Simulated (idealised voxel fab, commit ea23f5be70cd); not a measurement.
Process module heading - voxel gate over fins
Section shown: cut. Width: 290 nm. Cell size: 5 nm, square.
Cross-section layout: square cells on a grid; listed as bands, top to bottom; a band spans one or more cell rows.
Band: top height; bottom height; in nm. Then, left to right: material with width in nm, for each material. "full width": a single material spanning edge to edge. "blank": empty space.
Counting heights begins at 0, where everything beneath is, in the wafer as received, one material. The lowest band has no bottom; it goes on downwards, as "top 0, no bottom" shows.
When a width is written as two numbers, as in "30..40", the first number is the width in the top row of cells of the band and the second is the width in its bottom row, and the width changes by the same amount from each row to the next.
Take "nothing changed" at face value: in the step it is given for, the cross-section changed in none of its cells.
For the entry "Enclosed void inventory", the listed items are empty spaces with no open way to the top whose size is 8 cells or more; each item follows the pattern width x height at distance, where distance is from the left edge and all three are in nm.
Read whatever lies past the settings on a step's line as the simulator's own remark about the step.
The optional step-line setting "overlay nm" applies to steps with a mask and quantifies how far to the right of its planned location the mask lay, a negative value indicating leftward placement.
### Process steps foreseen in the plan
1 RECEIVE with material Si
2 CONFORMAL_DEP with material SiN, thk nm 5
3 MASKED_ETCH with tone cover, mask id FINS, width nm 15, pitch nm 40, etch materials SiN, depth nm 5, overlay nm 0
4 MASKED_ETCH with tone cover, mask id FINS, width nm 15, pitch nm 40, etch materials Si, depth nm 30, overlay nm 0
5 FILL_DEP with material SiO2, thk nm 10
6 CMP with height nm 5
7 SELECTIVE_ETCH with etch materials SiO2, depth nm 15
8 STRIP with etch materials SiN
9 CONFORMAL_DEP with material HfO2, thk nm 5
10 CONFORMAL_DEP with material TiN, thk nm 5
11 CONFORMAL_DEP with material TiAl, thk nm 5
12 CONFORMAL_DEP with material TiN, thk nm 5
13 FILL_DEP with material W, thk nm 10
14 CMP with height nm 25
15 CONFORMAL_DEP with material SiCN, thk nm 10
Split variable: thk nm, step 10. Plan value = first wafer. Wafers start alike.
### As-received state after step 1, first of several wafers, cross-section
  top 0, no bottom = Si full width
  Enclosed void inventory: none
### Below: a row per wafer. Contents at end of module: for every material, cells gained since receipt (+) or lost since receipt (-); then closed voids
thk nm 5 | +66 HfO2 | -312 Si | +116 SiCN | +208 SiO2 | +64 TiAl | +128 TiN | +136 W | Enclosed void inventory: none
thk nm 10 | +66 HfO2 | -312 Si | +116 SiCN | +208 SiO2 | +62 TiAl | +192 TiN | +74 W | Enclosed void inventory: none
thk nm 15 | +66 HfO2 | -312 Si | +116 SiCN | +208 SiO2 | +62 TiAl | +231 TiN | +35 W | Enclosed void inventory: none
thk nm 20 | +66 HfO2 | -312 Si | +116 SiCN | +208 SiO2 | +39 TiAl | +289 TiN | Enclosed void inventory: none
